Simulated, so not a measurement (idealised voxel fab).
Process module name: voxel tone inversion
Xsec cut, 260 nm wide, square cell size 5 nm.
Format of a cross-section: grid, square cells. Given as bands. Order: top down. Band: one or more rows of cells.
Quick guide to a band line: top height, bottom height (nm) up front; then every material left to right with its width in nm. Only one material and it's marked "throughout"? Then it fills the band edge to edge. And "empty" just means empty space.
The level at which height equals 0 is the one under which the wafer, as it arrives, is entirely one material. No lower edge exists for the bottom band, which continues downward and is notated as in "top 0, no bottom".
Width: "30 to 40" (first number = top row, second number = bottom row, same change from row to row of cells).
The cross-section has no changed cell in any step marked "no change".
"Cavities, sealed" lists enclosed empty spaces (at least 8 cells, no open path upward to the top), each as width x height at distance from the left edge, in nm.
What comes after the settings on a step's line is commentary from the simulator itself on that step.
What "overlay nm" on a step's line means: if the step has a mask, that mask lay this far to the right of its planned place, or, when the value is negative, to the left.

SET OUT BELOW ARE THE PLANNED STEPS OF THE PROCESS
1: RECEIVE: material Si
2: CONFORMAL_DEP: material SiCN, thk nm 5
3: DIRECTIONAL_DEP: material polySi, thk nm 20
4: PATTERN: tone cover, mask id POSTS, material resist, width nm 20, pitch nm 40, thk nm 25, overlay nm 0
5: DIRECTIONAL_ETCH: etch materials polySi, depth nm 20
6: STRIP: etch materials resist
7: FILL_DEP: material lowk, thk nm 10
8: CMP: height nm 25
9: STRIP: etch materials polySi
10: CONFORMAL_DEP: material TiN, thk nm 5
11: FILL_DEP: material W, thk nm 5
12: CMP: height nm 25
13: CONFORMAL_DEP: material SiN, thk nm 5

CROSS-SECTION OF THE WAFER UPON ARRIVAL, REPRESENTING THE STATE REACHED AFTER STEP 1
  top 0, no bottom  Si throughout
  Cavities, sealed: none

STARTING STRUCTURE AND PROCESS PLAN ARE AS SHOWN ABOVE, BUT ONE MISTAKE WAS MADE IN RUNNING THE MODULE; THE WAFER CROSS-SECTION AT THE END OF THE MODULE FOLLOWS
  top 30, bottom 25  SiN throughout
  top 25, bottom 10  95 nm W; 5 nm TiN; 20 nm lowk; 5 nm TiN; 10 nm W; 5 nm TiN; 20 nm lowk; 5 nm TiN; 95 nm W
  top 10, bottom 5  100 nm TiN; 20 nm lowk; 20 nm TiN; 20 nm lowk; 100 nm TiN
  top 5, bottom 0  SiCN throughout
  top 0, no bottom  Si throughout
  Cavities, sealed: none
what went wrong: in deviation from the planned setting, step 4 was conducted as PATTERN: tone open, mask id POSTS, material resist, width nm 20, pitch nm 40, thk nm 25, overlay nm 0
